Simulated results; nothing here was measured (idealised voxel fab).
process module | voxel wiring stack
cross-section cut | 290 nm wide | cells 5 nm
A cross-section is a grid of square cells, given in bands from the top down. A band is one or more rows of cells.
Each band's line starts with the height of the band's top and of its bottom, in nm. Then come its materials from left to right, each with its width in nm. One material with "throughout" fills the band from edge to edge. "air" is empty space.
Height 0 is the level under which the wafer as received is all one material. The lowest band goes on downwards, as in "0 down".
A width such as "30 to 40" changes by the same amount from each row of cells to the next, from the band's top row to its bottom row.
"no change" after a step means that no cell of the cross-section changed.
closed voids: empty space of 8 cells or more with no open way to the top, each as width x height at its distance from the left edge, in nm
after a step's settings: what the simulator itself notes on the step
overlay nm, on a step with a mask: how far to the right of its planned place the mask lay; to the left if negative
Each pair below shows a cross-section before one step and the cross-section after it, down to the lowest band that changed. The line under each pair gives the step between them, with its settings. The pairs can come from different runs of this module on the same starting wafer, so a pair continues from the pair above only where its "before" says so.
before
  70 to 65: TiN throughout
  65 to 45: SiO2 85 | TiN 5 | Cu 5 | TiN 5 | SiO2 30 | TiN 5 | Cu 5 | TiN 5 | SiO2 30 | TiN 5 | Cu 5 | TiN 5 | SiO2 100
  45 to 40: SiCN 85 | TiN 15 | SiCN 30 | TiN 15 | SiCN 30 | TiN 15 | SiCN 100
  40 to 35: lowk throughout
  35 to 30: lowk 80 | SiN 35 | lowk 10 | SiN 35 | lowk 10 | SiN 35 | lowk 85
  30 to 20: lowk 80 | SiN 5 | W 25 | SiN 5 | lowk 10 | SiN 5 | W 25 | SiN 5 | lowk 10 | SiN 5 | W 25 | SiN 5 | lowk 85
  20 to 15: SiN 85 | TiN 25 | SiN 20 | TiN 25 | SiN 20 | TiN 25 | SiN 90
  15 to 0: SiO2 throughout
  0 down: Si throughout
  closed voids: none
after
  85 to 70: W throughout
  below 70: unchanged
  closed voids: none
the step between: op DIRECTIONAL_DEP | material W | thk nm 15
before: the cross-section after the pair above
after
  95 to 85: aC throughout
  below 85: unchanged
  closed voids: none
the step between: op DIRECTIONAL_DEP | material aC | thk nm 10
before: the cross-section after the pair above
after
  125 to 95: air 85 | resist 25 | air 20 | resist 25 | air 20 | resist 25 | air 90
  below 95: unchanged
  closed voids: none
the step between: op PATTERN | tone cover | mask id METAL_2 | material resist | width nm 25 | pitch nm 45 | thk nm 30 | overlay nm 0
before: the cross-section after the pair above
after
  115 to 95: air 85 | resist 25 | air 20 | resist 25 | air 20 | resist 25 | air 90
  95 to 85: air 85 | aC 25 | air 20 | aC 25 | air 20 | aC 25 | air 90
  below 85: unchanged
  closed voids: none
the step between: op DIRECTIONAL_ETCH | etch materials aC | depth nm 10
before: the cross-section after the pair above
after
  95 to 85: air 85 | aC 25 | air 20 | aC 25 | air 20 | aC 25 | air 90
  below 85: unchanged
  closed voids: none
the step between: op STRIP | etch materials resist
before: the cross-section after the pair above
after
  95 to 85: air 85 | aC 25 | air 20 | aC 25 | air 20 | aC 25 | air 90
  85 to 70: air 85 | W 25 | air 20 | W 25 | air 20 | W 25 | air 90
  below 70: unchanged
  closed voids: none
the step between: op DIRECTIONAL_ETCH | etch materials W | depth nm 15
before: the cross-section after the pair above
after
  95 to 85: air 85 | aC 25 | air 20 | aC 25 | air 20 | aC 25 | air 90
  85 to 70: air 85 | W 25 | air 20 | W 25 | air 20 | W 25 | air 90
  70 to 65: air 85 | TiN 25 | air 20 | TiN 25 | air 20 | TiN 25 | air 90
  below 65: unchanged
  closed voids: none
the step between: op DIRECTIONAL_ETCH | etch materials TiN | depth nm 5
before: the cross-section after the pair above
after
  85 to 70: air 85 | W 25 | air 20 | W 25 | air 20 | W 25 | air 90
  below 70: unchanged
  closed voids: none
the step between: op STRIP | etch materials aC
before: the cross-section after the pair above
after
  90 to 85: air 80 | SiCN 35 | air 10 | SiCN 35 | air 10 | SiCN 35 | air 85
  85 to 70: air 80 | SiCN 5 | W 25 | SiCN 5 | air 10 | SiCN 5 | W 25 | SiCN 5 | air 10 | SiCN 5 | W 25 | SiCN 5 | air 85
  70 to 65: SiCN 85 | TiN 25 | SiCN 20 | TiN 25 | SiCN 20 | TiN 25 | SiCN 90
  below 65: unchanged
  closed voids: none
the step between: op CONFORMAL_DEP | material SiCN | thk nm 5
before: the cross-section after the pair above
after
  100 to 90: SiO2 throughout
  90 to 85: SiO2 80 | SiCN 35 | SiO2 10 | SiCN 35 | SiO2 10 | SiCN 35 | SiO2 85
  85 to 70: SiO2 80 | SiCN 5 | W 25 | SiCN 5 | SiO2 10 | SiCN 5 | W 25 | SiCN 5 | SiO2 10 | SiCN 5 | W 25 | SiCN 5 | SiO2 85
  below 70: unchanged
  closed voids: none
the step between: op FILL_DEP | material SiO2 | thk nm 10
before: the cross-section after the pair above
after
  85 to 70: SiO2 80 | SiCN 5 | W 25 | SiCN 5 | SiO2 10 | SiCN 5 | W 25 | SiCN 5 | SiO2 10 | SiCN 5 | W 25 | SiCN 5 | SiO2 85
  below 70: unchanged
  closed voids: none
the step between: op CMP | height nm 85
before: the cross-section after the pair above
after
  90 to 85: SiCN throughout
  below 85: unchanged
  closed voids: none
the step between: op CONFORMAL_DEP | material SiCN | thk nm 5
before: the cross-section after the pair above
after
  100 to 90: lowk throughout
  below 90: unchanged
  closed voids: none
the step between: op DIRECTIONAL_DEP | material lowk | thk nm 10
before: the cross-section after the pair above
after
  100 to 90: lowk 85 | air 15 | lowk 30 | air 15 | lowk 30 | air 15 | lowk 100
  below 90: unchanged
  closed voids: none
the step between: op MASKED_ETCH | tone open | mask id PLUG_2 | width nm 15 | pitch nm 45 | etch materials lowk | depth nm 10 | overlay nm 0
before: the cross-section after the pair above
after
  100 to 90: lowk 85 | air 15 | lowk 30 | air 15 | lowk 30 | air 15 | lowk 100
  90 to 85: SiCN 85 | air 15 | SiCN 30 | air 15 | SiCN 30 | air 15 | SiCN 100
  below 85: unchanged
  closed voids: none
the step between: op MASKED_ETCH | tone open | mask id PLUG_2 | width nm 15 | pitch nm 45 | etch materials SiCN | depth nm 5 | overlay nm 0
before: the cross-section after the pair above
after
  105 to 100: TiN 90 | air 5 | TiN 40 | air 5 | TiN 40 | air 5 | TiN 105
  100 to 90: lowk 85 | TiN 5 | air 5 | TiN 5 | lowk 30 | TiN 5 | air 5 | TiN 5 | lowk 30 | TiN 5 | air 5 | TiN 5 | lowk 100
  90 to 85: SiCN 85 | TiN 15 | SiCN 30 | TiN 15 | SiCN 30 | TiN 15 | SiCN 100
  below 85: unchanged
  closed voids: none
the step between: op CONFORMAL_DEP | material TiN | thk nm 5
before: the cross-section after the pair above
after
  115 to 105: W throughout
  105 to 100: TiN 90 | W 5 | TiN 40 | W 5 | TiN 40 | W 5 | TiN 105
  100 to 90: lowk 85 | TiN 5 | W 5 | TiN 5 | lowk 30 | TiN 5 | W 5 | TiN 5 | lowk 30 | TiN 5 | W 5 | TiN 5 | lowk 100
  below 90: unchanged
  closed voids: none
the step between: op FILL_DEP | material W | thk nm 10
before: the cross-section after the pair above
after
  100 to 90: lowk 85 | TiN 5 | W 5 | TiN 5 | lowk 30 | TiN 5 | W 5 | TiN 5 | lowk 30 | TiN 5 | W 5 | TiN 5 | lowk 100
  below 90: unchanged
  closed voids: none
the step between: op CMP | height nm 100
before: the cross-section after the pair above
after
  105 to 100: SiN throughout
  below 100: unchanged
  closed voids: none
the step between: op CONFORMAL_DEP | material SiN | thk nm 5
before: the cross-section after the pair above
after
  125 to 105: SiO2 throughout
  below 105: unchanged
  closed voids: none
the step between: op DIRECTIONAL_DEP | material SiO2 | thk nm 20
before: the cross-section after the pair above
after
  145 to 125: resist 85 | air 25 | resist 20 | air 25 | resist 20 | air 25 | resist 90
  below 125: unchanged
  closed voids: none
the step between: op PATTERN | tone open | mask id METAL_3 | material resist | width nm 25 | pitch nm 45 | thk nm 20 | overlay nm 0
before: the cross-section after the pair above
after
  145 to 125: resist 85 | air 25 | resist 20 | air 25 | resist 20 | air 25 | resist 90
  125 to 105: SiO2 85 | air 25 | SiO2 20 | air 25 | SiO2 20 | air 25 | SiO2 90
  below 105: unchanged
  closed voids: none
the step between: op DIRECTIONAL_ETCH | etch materials SiO2 | depth nm 20
before: the cross-section after the pair above
after
  145 to 125: resist 85 | air 25 | resist 20 | air 25 | resist 20 | air 25 | resist 90
  125 to 105: SiO2 85 | air 25 | SiO2 20 | air 25 | SiO2 20 | air 25 | SiO2 90
  105 to 100: SiN 85 | air 25 | SiN 20 | air 25 | SiN 20 | air 25 | SiN 90
  below 100: unchanged
  closed voids: none
the step between: op DIRECTIONAL_ETCH | etch materials SiN | depth nm 5
before: the cross-section after the pair above
after
  125 to 105: SiO2 85 | air 25 | SiO2 20 | air 25 | SiO2 20 | air 25 | SiO2 90
  below 105: unchanged
  closed voids: none
the step between: op STRIP | etch materials resist
before: the cross-section after the pair above
after
  130 to 125: TiN 90 | air 15 | TiN 30 | air 15 | TiN 30 | air 15 | TiN 95
  125 to 105: SiO2 85 | TiN 5 | air 15 | TiN 5 | SiO2 20 | TiN 5 | air 15 | TiN 5 | SiO2 20 | TiN 5 | air 15 | TiN 5 | SiO2 90
  105 to 100: SiN 85 | TiN 25 | SiN 20 | TiN 25 | SiN 20 | TiN 25 | SiN 90
  below 100: unchanged
  closed voids: none
the step between: op CONFORMAL_DEP | material TiN | thk nm 5
before: the cross-section after the pair above
after
  140 to 130: Ru throughout
  130 to 125: TiN 90 | Ru 15 | TiN 30 | Ru 15 | TiN 30 | Ru 15 | TiN 95
  125 to 105: SiO2 85 | TiN 5 | Ru 15 | TiN 5 | SiO2 20 | TiN 5 | Ru 15 | TiN 5 | SiO2 20 | TiN 5 | Ru 15 | TiN 5 | SiO2 90
  below 105: unchanged
  closed voids: none
the step between: op FILL_DEP | material Ru | thk nm 10
before: the cross-section after the pair above
after
  125 to 105: SiO2 85 | TiN 5 | Ru 15 | TiN 5 | SiO2 20 | TiN 5 | Ru 15 | TiN 5 | SiO2 20 | TiN 5 | Ru 15 | TiN 5 | SiO2 90
  below 105: unchanged
  closed voids: none
the step between: op CMP | height nm 125
before: the cross-section after the pair above
after
  130 to 125: SiN throughout
  below 125: unchanged
  closed voids: none
the step between: op CONFORMAL_DEP | material SiN | thk nm 5
before
  75 to 65: aC throughout
  65 to 45: SiO2 throughout
  45 to 40: SiCN throughout
  40 to 20: lowk 80 | SiN 5 | W 25 | SiN 5 | lowk 10 | SiN 5 | W 25 | SiN 5 | lowk 10 | SiN 5 | W 25 | SiN 5 | lowk 85
  20 to 15: SiN 85 | TiN 25 | SiN 20 | TiN 25 | SiN 20 | TiN 25 | SiN 90
  15 to 0: SiO2 throughout
  0 down: Si throughout
  closed voids: none
after
  100 to 75: resist 85 | air 20 | resist 25 | air 20 | resist 25 | air 20 | resist 95
  below 75: unchanged
  closed voids: none
the step between: op PATTERN | tone open | mask id PLUG_1 | material resist | width nm 20 | pitch nm 45 | thk nm 25 | overlay nm 0
before: the cross-section after the pair above
after
  90 to 75: resist 85 | air 20 | resist 25 | air 20 | resist 25 | air 20 | resist 95
  75 to 65: aC 85 | air 20 | aC 25 | air 20 | aC 25 | air 20 | aC 95
  below 65: unchanged
  closed voids: none
the step between: op DIRECTIONAL_ETCH | etch materials aC | depth nm 10
before: the cross-section after the pair above
after
  75 to 65: aC 85 | air 20 | aC 25 | air 20 | aC 25 | air 20 | aC 95
  below 65: unchanged
  closed voids: none
the step between: op STRIP | etch materials resist
before: the cross-section after the pair above
after
  75 to 65: aC 85 | air 20 | aC 25 | air 20 | aC 25 | air 20 | aC 95
  65 to 45: SiO2 85 | air 20 | SiO2 25 | air 20 | SiO2 25 | air 20 | SiO2 95
  below 45: unchanged
  closed voids: none
the step between: op DIRECTIONAL_ETCH | etch materials SiO2 | depth nm 20
before: the cross-section after the pair above
after
  75 to 65: aC 85 | air 20 | aC 25 | air 20 | aC 25 | air 20 | aC 95
  65 to 45: SiO2 85 | air 20 | SiO2 25 | air 20 | SiO2 25 | air 20 | SiO2 95
  45 to 40: SiCN 85 | air 20 | SiCN 25 | air 20 | SiCN 25 | air 20 | SiCN 95
  below 40: unchanged
  closed voids: none
the step between: op DIRECTIONAL_ETCH | etch materials SiCN | depth nm 5
before: the cross-section after the pair above
after
  65 to 45: SiO2 85 | air 20 | SiO2 25 | air 20 | SiO2 25 | air 20 | SiO2 95
  below 45: unchanged
  closed voids: none
the step between: op STRIP | etch materials aC
before: the cross-section after the pair above
after
  70 to 65: TiN 90 | air 10 | TiN 35 | air 10 | TiN 35 | air 10 | TiN 100
  65 to 45: SiO2 85 | TiN 5 | air 10 | TiN 5 | SiO2 25 | TiN 5 | air 10 | TiN 5 | SiO2 25 | TiN 5 | air 10 | TiN 5 | SiO2 95
  45 to 40: SiCN 85 | TiN 20 | SiCN 25 | TiN 20 | SiCN 25 | TiN 20 | SiCN 95
  below 40: unchanged
  closed voids: none
the step between: op CONFORMAL_DEP | material TiN | thk nm 5
before: the cross-section after the pair above
after
  75 to 70: Cu throughout
  70 to 65: TiN 90 | Cu 10 | TiN 35 | Cu 10 | TiN 35 | Cu 10 | TiN 100
  65 to 45: SiO2 85 | TiN 5 | Cu 10 | TiN 5 | SiO2 25 | TiN 5 | Cu 10 | TiN 5 | SiO2 25 | TiN 5 | Cu 10 | TiN 5 | SiO2 95
  below 45: unchanged
  closed voids: none
the step between: op FILL_DEP | material Cu | thk nm 5
before: the cross-section after the pair above
after
  65 to 45: SiO2 85 | TiN 5 | Cu 10 | TiN 5 | SiO2 25 | TiN 5 | Cu 10 | TiN 5 | SiO2 25 | TiN 5 | Cu 10 | TiN 5 | SiO2 95
  below 45: unchanged
  closed voids: none
the step between: op CMP | height nm 65
before: the cross-section after the pair above
after
  70 to 65: TiN throughout
  below 65: unchanged
  closed voids: none
the step between: op DIRECTIONAL_DEP | material TiN | thk nm 5
before: the cross-section after the pair above
after
  85 to 70: W throughout
  below 70: unchanged
  closed voids: none
the step between: op DIRECTIONAL_DEP | material W | thk nm 15
before: the cross-section after the pair above
after
  95 to 85: aC throughout
  below 85: unchanged
  closed voids: none
the step between: op DIRECTIONAL_DEP | material aC | thk nm 10
before: the cross-section after the pair above
after
  125 to 95: air 85 | resist 25 | air 20 | resist 25 | air 20 | resist 25 | air 90
  below 95: unchanged
  closed voids: none
the step between: op PATTERN | tone cover | mask id METAL_2 | material resist | width nm 25 | pitch nm 45 | thk nm 30 | overlay nm 0
before: the cross-section after the pair above
after
  115 to 95: air 85 | resist 25 | air 20 | resist 25 | air 20 | resist 25 | air 90
  95 to 85: air 85 | aC 25 | air 20 | aC 25 | air 20 | aC 25 | air 90
  below 85: unchanged
  closed voids: none
the step between: op DIRECTIONAL_ETCH | etch materials aC | depth nm 10
before: the cross-section after the pair above
after
  95 to 85: air 85 | aC 25 | air 20 | aC 25 | air 20 | aC 25 | air 90
  below 85: unchanged
  closed voids: none
the step between: op STRIP | etch materials resist
before: the cross-section after the pair above
after
  95 to 85: air 85 | aC 25 | air 20 | aC 25 | air 20 | aC 25 | air 90
  85 to 70: air 85 | W 25 | air 20 | W 25 | air 20 | W 25 | air 90
  below 70: unchanged
  closed voids: none
the step between: op DIRECTIONAL_ETCH | etch materials W | depth nm 15
before: the cross-section after the pair above
after
  95 to 85: air 85 | aC 25 | air 20 | aC 25 | air 20 | aC 25 | air 90
  85 to 70: air 85 | W 25 | air 20 | W 25 | air 20 | W 25 | air 90
  70 to 65: air 85 | TiN 25 | air 20 | TiN 25 | air 20 | TiN 25 | air 90
  below 65: unchanged
  closed voids: none
the step between: op DIRECTIONAL_ETCH | etch materials TiN | depth nm 5
before: the cross-section after the pair above
after
  85 to 70: air 85 | W 25 | air 20 | W 25 | air 20 | W 25 | air 90
  below 70: unchanged
  closed voids: none
the step between: op STRIP | etch materials aC
before: the cross-section after the pair above
after
  90 to 85: air 80 | SiCN 35 | air 10 | SiCN 35 | air 10 | SiCN 35 | air 85
  85 to 70: air 80 | SiCN 5 | W 25 | SiCN 5 | air 10 | SiCN 5 | W 25 | SiCN 5 | air 10 | SiCN 5 | W 25 | SiCN 5 | air 85
  70 to 65: SiCN 85 | TiN 25 | SiCN 20 | TiN 25 | SiCN 20 | TiN 25 | SiCN 90
  below 65: unchanged
  closed voids: none
the step between: op CONFORMAL_DEP | material SiCN | thk nm 5
before: the cross-section after the pair above
after
  100 to 90: SiO2 throughout
  90 to 85: SiO2 80 | SiCN 35 | SiO2 10 | SiCN 35 | SiO2 10 | SiCN 35 | SiO2 85
  85 to 70: SiO2 80 | SiCN 5 | W 25 | SiCN 5 | SiO2 10 | SiCN 5 | W 25 | SiCN 5 | SiO2 10 | SiCN 5 | W 25 | SiCN 5 | SiO2 85
  below 70: unchanged
  closed voids: none
the step between: op FILL_DEP | material SiO2 | thk nm 10
before: the cross-section after the pair above
after
  85 to 70: SiO2 80 | SiCN 5 | W 25 | SiCN 5 | SiO2 10 | SiCN 5 | W 25 | SiCN 5 | SiO2 10 | SiCN 5 | W 25 | SiCN 5 | SiO2 85
  below 70: unchanged
  closed voids: none
the step between: op CMP | height nm 85
before: the cross-section after the pair above
after
  90 to 85: SiCN throughout
  below 85: unchanged
  closed voids: none
the step between: op CONFORMAL_DEP | material SiCN | thk nm 5
before: the cross-section after the pair above
after
  100 to 90: lowk throughout
  below 90: unchanged
  closed voids: none
the step between: op DIRECTIONAL_DEP | material lowk | thk nm 10
before: the cross-section after the pair above
after
  100 to 90: lowk 85 | air 15 | lowk 30 | air 15 | lowk 30 | air 15 | lowk 100
  below 90: unchanged
  closed voids: none
the step between: op MASKED_ETCH | tone open | mask id PLUG_2 | width nm 15 | pitch nm 45 | etch materials lowk | depth nm 10 | overlay nm 0
before: the cross-section after the pair above
after
  100 to 90: lowk 85 | air 15 | lowk 30 | air 15 | lowk 30 | air 15 | lowk 100
  90 to 85: SiCN 85 | air 15 | SiCN 30 | air 15 | SiCN 30 | air 15 | SiCN 100
  below 85: unchanged
  closed voids: none
the step between: op MASKED_ETCH | tone open | mask id PLUG_2 | width nm 15 | pitch nm 45 | etch materials SiCN | depth nm 5 | overlay nm 0
before: the cross-section after the pair above
after
  105 to 100: TiN 90 | air 5 | TiN 40 | air 5 | TiN 40 | air 5 | TiN 105
  100 to 90: lowk 85 | TiN 5 | air 5 | TiN 5 | lowk 30 | TiN 5 | air 5 | TiN 5 | lowk 30 | TiN 5 | air 5 | TiN 5 | lowk 100
  90 to 85: SiCN 85 | TiN 15 | SiCN 30 | TiN 15 | SiCN 30 | TiN 15 | SiCN 100
  below 85: unchanged
  closed voids: none
the step between: op CONFORMAL_DEP | material TiN | thk nm 5
before: the cross-section after the pair above
after
  115 to 105: W throughout
  105 to 100: TiN 90 | W 5 | TiN 40 | W 5 | TiN 40 | W 5 | TiN 105
  100 to 90: lowk 85 | TiN 5 | W 5 | TiN 5 | lowk 30 | TiN 5 | W 5 | TiN 5 | lowk 30 | TiN 5 | W 5 | TiN 5 | lowk 100
  below 90: unchanged
  closed voids: none
the step between: op FILL_DEP | material W | thk nm 10
before: the cross-section after the pair above
after
  100 to 90: lowk 85 | TiN 5 | W 5 | TiN 5 | lowk 30 | TiN 5 | W 5 | TiN 5 | lowk 30 | TiN 5 | W 5 | TiN 5 | lowk 100
  below 90: unchanged
  closed voids: none
the step between: op CMP | height nm 100
before: the cross-section after the pair above
after
  105 to 100: SiN throughout
  below 100: unchanged
  closed voids: none
the step between: op CONFORMAL_DEP | material SiN | thk nm 5
before: the cross-section after the pair above
after
  125 to 105: SiO2 throughout
  below 105: unchanged
  closed voids: none
the step between: op DIRECTIONAL_DEP | material SiO2 | thk nm 20
before: the cross-section after the pair above
after
  145 to 125: resist 85 | air 25 | resist 20 | air 25 | resist 20 | air 25 | resist 90
  below 125: unchanged
  closed voids: none
the step between: op PATTERN | tone open | mask id METAL_3 | material resist | width nm 25 | pitch nm 45 | thk nm 20 | overlay nm 0
before: the cross-section after the pair above
after
  145 to 125: resist 85 | air 25 | resist 20 | air 25 | resist 20 | air 25 | resist 90
  125 to 105: SiO2 85 | air 25 | SiO2 20 | air 25 | SiO2 20 | air 25 | SiO2 90
  below 105: unchanged
  closed voids: none
the step between: op DIRECTIONAL_ETCH | etch materials SiO2 | depth nm 20
before: the cross-section after the pair above
after
  145 to 125: resist 85 | air 25 | resist 20 | air 25 | resist 20 | air 25 | resist 90
  125 to 105: SiO2 85 | air 25 | SiO2 20 | air 25 | SiO2 20 | air 25 | SiO2 90
  105 to 100: SiN 85 | air 25 | SiN 20 | air 25 | SiN 20 | air 25 | SiN 90
  below 100: unchanged
  closed voids: none
the step between: op DIRECTIONAL_ETCH | etch materials SiN | depth nm 5
before: the cross-section after the pair above
after
  125 to 105: SiO2 85 | air 25 | SiO2 20 | air 25 | SiO2 20 | air 25 | SiO2 90
  below 105: unchanged
  closed voids: none
the step between: op STRIP | etch materials resist
before: the cross-section after the pair above
after
  130 to 125: TiN 90 | air 15 | TiN 30 | air 15 | TiN 30 | air 15 | TiN 95
  125 to 105: SiO2 85 | TiN 5 | air 15 | TiN 5 | SiO2 20 | TiN 5 | air 15 | TiN 5 | SiO2 20 | TiN 5 | air 15 | TiN 5 | SiO2 90
  105 to 100: SiN 85 | TiN 25 | SiN 20 | TiN 25 | SiN 20 | TiN 25 | SiN 90
  below 100: unchanged
  closed voids: none
the step between: op CONFORMAL_DEP | material TiN | thk nm 5
before: the cross-section after the pair above
after
  140 to 130: Ru throughout
  130 to 125: TiN 90 | Ru 15 | TiN 30 | Ru 15 | TiN 30 | Ru 15 | TiN 95
  125 to 105: SiO2 85 | TiN 5 | Ru 15 | TiN 5 | SiO2 20 | TiN 5 | Ru 15 | TiN 5 | SiO2 20 | TiN 5 | Ru 15 | TiN 5 | SiO2 90
  below 105: unchanged
  closed voids: none
the step between: op FILL_DEP | material Ru | thk nm 10
before: the cross-section after the pair above
after
  125 to 105: SiO2 85 | TiN 5 | Ru 15 | TiN 5 | SiO2 20 | TiN 5 | Ru 15 | TiN 5 | SiO2 20 | TiN 5 | Ru 15 | TiN 5 | SiO2 90
  below 105: unchanged
  closed voids: none
the step between: op CMP | height nm 125
before: the cross-section after the pair above
after
  130 to 125: SiN throughout
  below 125: unchanged
  closed voids: none
the step between: op CONFORMAL_DEP | material SiN | thk nm 5
before
  100 to 90: lowk throughout
  90 to 85: SiCN throughout
  85 to 70: SiO2 80 | SiCN 5 | W 25 | SiCN 5 | SiO2 10 | SiCN 5 | W 25 | SiCN 5 | SiO2 10 | SiCN 5 | W 25 | SiCN 5 | SiO2 85
  70 to 65: SiCN 85 | TiN 25 | SiCN 20 | TiN 25 | SiCN 20 | TiN 25 | SiCN 90
  65 to 45: SiO2 85 | TiN 5 | Cu 5 | TiN 5 | SiO2 30 | TiN 5 | Cu 5 | TiN 5 | SiO2 30 | TiN 5 | Cu 5 | TiN 5 | SiO2 100
  45 to 40: SiCN 85 | TiN 15 | SiCN 30 | TiN 15 | SiCN 30 | TiN 15 | SiCN 100
  40 to 20: lowk 80 | SiN 5 | W 25 | SiN 5 | lowk 10 | SiN 5 | W 25 | SiN 5 | lowk 10 | SiN 5 | W 25 | SiN 5 | lowk 85
  20 to 15: SiN 85 | TiN 25 | SiN 20 | TiN 25 | SiN 20 | TiN 25 | SiN 90
  15 to 0: SiO2 throughout
  0 down: Si throughout
  closed voids: none
after
  100 to 90: lowk 90 | air 15 | lowk 30 | air 15 | lowk 30 | air 15 | lowk 95
  below 90: unchanged
  closed voids: none
the step between: op MASKED_ETCH | tone open | mask id PLUG_2 | width nm 15 | pitch nm 45 | etch materials lowk | depth nm 10 | overlay nm 5
before: the cross-section after the pair above
after
  100 to 90: lowk 90 | air 15 | lowk 30 | air 15 | lowk 30 | air 15 | lowk 95
  90 to 85: SiCN 90 | air 10 | SiCN 35 | air 10 | SiCN 35 | air 10 | SiCN 100
  below 85: unchanged
  closed voids: none
the step between: op MASKED_ETCH | tone open | mask id PLUG_2 | width nm 15 | pitch nm 45 | etch materials SiCN | depth nm 5 | overlay nm 0
before: the cross-section after the pair above
after
  105 to 100: TiN 95 | air 5 | TiN 40 | air 5 | TiN 40 | air 5 | TiN 100
  100 to 95: lowk 90 | TiN 5 | air 5 | TiN 5 | lowk 30 | TiN 5 | air 5 | TiN 5 | lowk 30 | TiN 5 | air 5 | TiN 5 | lowk 95
  95 to 90: lowk 90 | TiN 15 | lowk 30 | TiN 15 | lowk 30 | TiN 15 | lowk 95
  90 to 85: SiCN 90 | TiN 10 | SiCN 35 | TiN 10 | SiCN 35 | TiN 10 | SiCN 100
  below 85: unchanged
  closed voids: none
the step between: op CONFORMAL_DEP | material TiN | thk nm 5
before: the cross-section after the pair above
after
  115 to 105: W throughout
  105 to 100: TiN 95 | W 5 | TiN 40 | W 5 | TiN 40 | W 5 | TiN 100
  100 to 95: lowk 90 | TiN 5 | W 5 | TiN 5 | lowk 30 | TiN 5 | W 5 | TiN 5 | lowk 30 | TiN 5 | W 5 | TiN 5 | lowk 95
  below 95: unchanged
  closed voids: none
the step between: op FILL_DEP | material W | thk nm 10
before: the cross-section after the pair above
after
  100 to 95: lowk 90 | TiN 5 | W 5 | TiN 5 | lowk 30 | TiN 5 | W 5 | TiN 5 | lowk 30 | TiN 5 | W 5 | TiN 5 | lowk 95
  below 95: unchanged
  closed voids: none
the step between: op CMP | height nm 100
before: the cross-section after the pair above
after
  105 to 100: SiN throughout
  below 100: unchanged
  closed voids: none
the step between: op CONFORMAL_DEP | material SiN | thk nm 5
before: the cross-section after the pair above
after
  125 to 105: SiO2 throughout
  below 105: unchanged
  closed voids: none
the step between: op DIRECTIONAL_DEP | material SiO2 | thk nm 20
before: the cross-section after the pair above
after
  145 to 125: resist 85 | air 25 | resist 20 | air 25 | resist 20 | air 25 | resist 90
  below 125: unchanged
  closed voids: none
the step between: op PATTERN | tone open | mask id METAL_3 | material resist | width nm 25 | pitch nm 45 | thk nm 20 | overlay nm 0
before: the cross-section after the pair above
after
  145 to 125: resist 85 | air 25 | resist 20 | air 25 | resist 20 | air 25 | resist 90
  125 to 105: SiO2 85 | air 25 | SiO2 20 | air 25 | SiO2 20 | air 25 | SiO2 90
  below 105: unchanged
  closed voids: none
the step between: op DIRECTIONAL_ETCH | etch materials SiO2 | depth nm 20
before: the cross-section after the pair above
after
  145 to 125: resist 85 | air 25 | resist 20 | air 25 | resist 20 | air 25 | resist 90
  125 to 105: SiO2 85 | air 25 | SiO2 20 | air 25 | SiO2 20 | air 25 | SiO2 90
  105 to 100: SiN 85 | air 25 | SiN 20 | air 25 | SiN 20 | air 25 | SiN 90
  below 100: unchanged
  closed voids: none
the step between: op DIRECTIONAL_ETCH | etch materials SiN | depth nm 5
before: the cross-section after the pair above
after
  125 to 105: SiO2 85 | air 25 | SiO2 20 | air 25 | SiO2 20 | air 25 | SiO2 90
  below 105: unchanged
  closed voids: none
the step between: op STRIP | etch materials resist
before: the cross-section after the pair above
after
  130 to 125: TiN 90 | air 15 | TiN 30 | air 15 | TiN 30 | air 15 | TiN 95
  125 to 105: SiO2 85 | TiN 5 | air 15 | TiN 5 | SiO2 20 | TiN 5 | air 15 | TiN 5 | SiO2 20 | TiN 5 | air 15 | TiN 5 | SiO2 90
  105 to 100: SiN 85 | TiN 25 | SiN 20 | TiN 25 | SiN 20 | TiN 25 | SiN 90
  below 100: unchanged
  closed voids: none
the step between: op CONFORMAL_DEP | material TiN | thk nm 5
before: the cross-section after the pair above
after
  140 to 130: Ru throughout
  130 to 125: TiN 90 | Ru 15 | TiN 30 | Ru 15 | TiN 30 | Ru 15 | TiN 95
  125 to 105: SiO2 85 | TiN 5 | Ru 15 | TiN 5 | SiO2 20 | TiN 5 | Ru 15 | TiN 5 | SiO2 20 | TiN 5 | Ru 15 | TiN 5 | SiO2 90
  below 105: unchanged
  closed voids: none
the step between: op FILL_DEP | material Ru | thk nm 10
before: the cross-section after the pair above
after
  125 to 105: SiO2 85 | TiN 5 | Ru 15 | TiN 5 | SiO2 20 | TiN 5 | Ru 15 | TiN 5 | SiO2 20 | TiN 5 | Ru 15 | TiN 5 | SiO2 90
  below 105: unchanged
  closed voids: none
the step between: op CMP | height nm 125
before: the cross-section after the pair above
after
  130 to 125: SiN throughout
  below 125: unchanged
  closed voids: none
the step between: op CONFORMAL_DEP | material SiN | thk nm 5
before
  100 to 90: lowk 85 | TiN 5 | W 5 | TiN 5 | lowk 30 | TiN 5 | W 5 | TiN 5 | lowk 30 | TiN 5 | W 5 | TiN 5 | lowk 100
  90 to 85: SiCN 85 | TiN 15 | SiCN 30 | TiN 15 | SiCN 30 | TiN 15 | SiCN 100
  85 to 70: SiO2 80 | SiCN 5 | W 25 | SiCN 5 | SiO2 10 | SiCN 5 | W 25 | SiCN 5 | SiO2 10 | SiCN 5 | W 25 | SiCN 5 | SiO2 85
  70 to 65: SiCN 85 | TiN 25 | SiCN 20 | TiN 25 | SiCN 20 | TiN 25 | SiCN 90
  65 to 45: SiO2 85 | TiN 5 | Cu 5 | TiN 5 | SiO2 30 | TiN 5 | Cu 5 | TiN 5 | SiO2 30 | TiN 5 | Cu 5 | TiN 5 | SiO2 100
  45 to 40: SiCN 85 | TiN 15 | SiCN 30 | TiN 15 | SiCN 30 | TiN 15 | SiCN 100
  40 to 20: lowk 80 | SiN 5 | W 25 | SiN 5 | lowk 10 | SiN 5 | W 25 | SiN 5 | lowk 10 | SiN 5 | W 25 | SiN 5 | lowk 85
  20 to 15: SiN 85 | TiN 25 | SiN 20 | TiN 25 | SiN 20 | TiN 25 | SiN 90
  15 to 0: SiO2 throughout
  0 down: Si throughout
  closed voids: none
after
  105 to 100: TiN throughout
  below 100: unchanged
  closed voids: none
the step between: op CONFORMAL_DEP | material TiN | thk nm 5
before: the cross-section after the pair above
after
  125 to 105: SiO2 throughout
  below 105: unchanged
  closed voids: none
the step between: op DIRECTIONAL_DEP | material SiO2 | thk nm 20
before: the cross-section after the pair above
after
  145 to 125: resist 85 | air 25 | resist 20 | air 25 | resist 20 | air 25 | resist 90
  below 125: unchanged
  closed voids: none
the step between: op PATTERN | tone open | mask id METAL_3 | material resist | width nm 25 | pitch nm 45 | thk nm 20 | overlay nm 0
